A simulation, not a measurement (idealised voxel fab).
process module | voxel ribs on slabs
This is section cut - it's 195 nm across, gridded in 5 nm square cells.
Cross-section layout: square cells on a grid; listed as bands, top to bottom; a band spans one or more cell rows. Quick guide to a band line: top height, bottom height (nm) up front; then every material left to right with its width in nm. Only one material and it's marked "throughout"? Then it fills the band edge to edge. And "empty" just means empty space. Height reference: 0 = level under which incoming wafer is all one material. Lowest band: no bottom, runs on downward, e.g. "0 down". Think of "30..40" as a width that walks from the first number to the second as you go down the band, top row to bottom row, taking equal-sized steps from row to row. "remained the same", as given for a step, is the statement that not any cell of the cross-section underwent a change during that step. Under "Enclosed void list" you'll find the enclosed gaps, the ones with no way out to the top, that are 8 cells or bigger; each reads width x height at distance, with distance counted from the left edge, everything in nm. On each step's line, the part that comes after the settings is the simulator's own comment on the step. overlay nm: for a step with a mask, the amount by which the mask lay right of where it was planned; a negative amount means left of it.
The process steps that were planned are listed below:
1,RECEIVE | material Si
2,DIRECTIONAL_DEP | material SiO2 | thk nm 20
3,DIRECTIONAL_DEP | material SiN | thk nm 20
4,PATTERN | tone cover | mask id RIB | material resist | width nm 30 | thk nm 20 | overlay nm 0
5,DIRECTIONAL_ETCH | etch materials SiN | depth nm 10
6,STRIP | etch materials resist
7,PATTERN | tone cover | mask id SLAB | material resist | width nm 60 | thk nm 15 | overlay nm 0
8,DIRECTIONAL_ETCH | etch materials SiN | depth nm 10
9,STRIP | etch materials resist
10,FILL_DEP | material SiO2 | thk nm 25
11,CMP | height nm 55
12,DIRECTIONAL_DEP | material W | thk nm 5
13,PATTERN | tone cover | mask id HEATER | material resist | width nm 40 | thk nm 20 | overlay nm 0
14,DIRECTIONAL_ETCH | etch materials W | depth nm 5
15,STRIP | etch materials resist
16,CONFORMAL_DEP | material SiN | thk nm 5
Wafer, first of two, run as planned:
Cross-sectional view of the wafer in its as-received condition, corresponding to the state after step 1:
  0 down  Si throughout
  Enclosed void list: none
State of the wafer after step 2, shown in cross-section:
  20 to 0  SiO2 throughout
  below 0: unchanged
State of the wafer after step 3, shown in cross-section:
  40 to 20  SiN throughout
  below 20: unchanged
State of the wafer after step 4, shown in cross-section:
  60 to 40  80 of empty, then 30 of resist, then 85 of empty
  below 40: unchanged
State of the wafer after step 5, shown in cross-section:
  60 to 40  80 of empty, then 30 of resist, then 85 of empty
  40 to 30  80 of empty, then 30 of SiN, then 85 of empty
  below 30: unchanged
State of the wafer after step 6, shown in cross-section:
  40 to 30  80 of empty, then 30 of SiN, then 85 of empty
  below 30: unchanged
State of the wafer after step 7, shown in cross-section:
  55 to 40  65 of empty, then 60 of resist, then 70 of empty
  40 to 30  65 of empty, then 15 of resist, then 30 of SiN, then 15 of resist, then 70 of empty
  below 30: unchanged
State of the wafer after step 8, shown in cross-section:
  55 to 40  65 of empty, then 60 of resist, then 70 of empty
  40 to 30  65 of empty, then 15 of resist, then 30 of SiN, then 15 of resist, then 70 of empty
  30 to 20  65 of empty, then 60 of SiN, then 70 of empty
  below 20: unchanged
State of the wafer after step 9, shown in cross-section:
  40 to 30  80 of empty, then 30 of SiN, then 85 of empty
  below 30: unchanged
State of the wafer after step 10, shown in cross-section:
  65 to 40  SiO2 throughout
  40 to 30  80 of SiO2, then 30 of SiN, then 85 of SiO2
  30 to 20  65 of SiO2, then 60 of SiN, then 70 of SiO2
  below 20: unchanged
State of the wafer after step 11, shown in cross-section:
  55 to 40  SiO2 throughout
  below 40: unchanged
State of the wafer after step 12, shown in cross-section:
  60 to 55  W throughout
  below 55: unchanged
State of the wafer after step 13, shown in cross-section:
  80 to 60  75 of empty, then 40 of resist, then 80 of empty
  below 60: unchanged
State of the wafer after step 14, shown in cross-section:
  80 to 60  75 of empty, then 40 of resist, then 80 of empty
  60 to 55  75 of empty, then 40 of W, then 80 of empty
  below 55: unchanged
State of the wafer after step 15, shown in cross-section:
  60 to 55  75 of empty, then 40 of W, then 80 of empty
  below 55: unchanged
State of the wafer after step 16, shown in cross-section:
  65 to 60  70 of empty, then 50 of SiN, then 75 of empty
  60 to 55  75 of SiN, then 40 of W, then 80 of SiN
  below 55: unchanged
Wafer two. Same start, same plan, one slip in execution. Same as wafer one through step 2, inclusive:
Here is the second wafer in cross-section at the point where step 3 of the plan should have been done:
  60 to 20  SiN throughout
  below 20: unchanged
Here is the second wafer in cross-section at the point where step 4 of the plan should have been done:
  80 to 60  80 of empty, then 30 of resist, then 85 of empty
  below 60: unchanged
Here is the second wafer in cross-section at the point where step 5 of the plan should have been done:
  80 to 60  80 of empty, then 30 of resist, then 85 of empty
  60 to 50  80 of empty, then 30 of SiN, then 85 of empty
  below 50: unchanged
Here is the second wafer in cross-section at the point where step 6 of the plan should have been done:
  60 to 50  80 of empty, then 30 of SiN, then 85 of empty
  below 50: unchanged
Here is the second wafer in cross-section at the point where step 7 of the plan should have been done:
  75 to 60  65 of empty, then 60 of resist, then 70 of empty
  60 to 50  65 of empty, then 15 of resist, then 30 of SiN, then 15 of resist, then 70 of empty
  below 50: unchanged
Here is the second wafer in cross-section at the point where step 8 of the plan should have been done:
  75 to 60  65 of empty, then 60 of resist, then 70 of empty
  60 to 50  65 of empty, then 15 of resist, then 30 of SiN, then 15 of resist, then 70 of empty
  50 to 40  65 of empty, then 60 of SiN, then 70 of empty
  below 40: unchanged
Here is the second wafer in cross-section at the point where step 9 of the plan should have been done:
  60 to 50  80 of empty, then 30 of SiN, then 85 of empty
  below 50: unchanged
Here is the second wafer in cross-section at the point where step 10 of the plan should have been done:
  85 to 60  SiO2 throughout
  60 to 50  80 of SiO2, then 30 of SiN, then 85 of SiO2
  50 to 40  65 of SiO2, then 60 of SiN, then 70 of SiO2
  below 40: unchanged
Here is the second wafer in cross-section at the point where step 11 of the plan should have been done:
  55 to 50  80 of SiO2, then 30 of SiN, then 85 of SiO2
  below 50: unchanged
Here is the second wafer in cross-section at the point where step 12 of the plan should have been done:
  60 to 55  W throughout
  below 55: unchanged
Here is the second wafer in cross-section at the point where step 13 of the plan should have been done:
  80 to 60  75 of empty, then 40 of resist, then 80 of empty
  below 60: unchanged
Here is the second wafer in cross-section at the point where step 14 of the plan should have been done:
  80 to 60  75 of empty, then 40 of resist, then 80 of empty
  60 to 55  75 of empty, then 40 of W, then 80 of empty
  below 55: unchanged
Here is the second wafer in cross-section at the point where step 15 of the plan should have been done:
  60 to 55  75 of empty, then 40 of W, then 80 of empty
  below 55: unchanged
Here is the second wafer in cross-section at the point where step 16 of the plan should have been done:
  65 to 60  70 of empty, then 50 of SiN, then 75 of empty
  60 to 55  75 of SiN, then 40 of W, then 80 of SiN
  below 55: unchanged
Short version of what went wrong: plan step 3 was twice executed
Final wafer comparison in cells, second versus first, more or fewer per material: SiN: 150 more | SiO2: 150 fewer
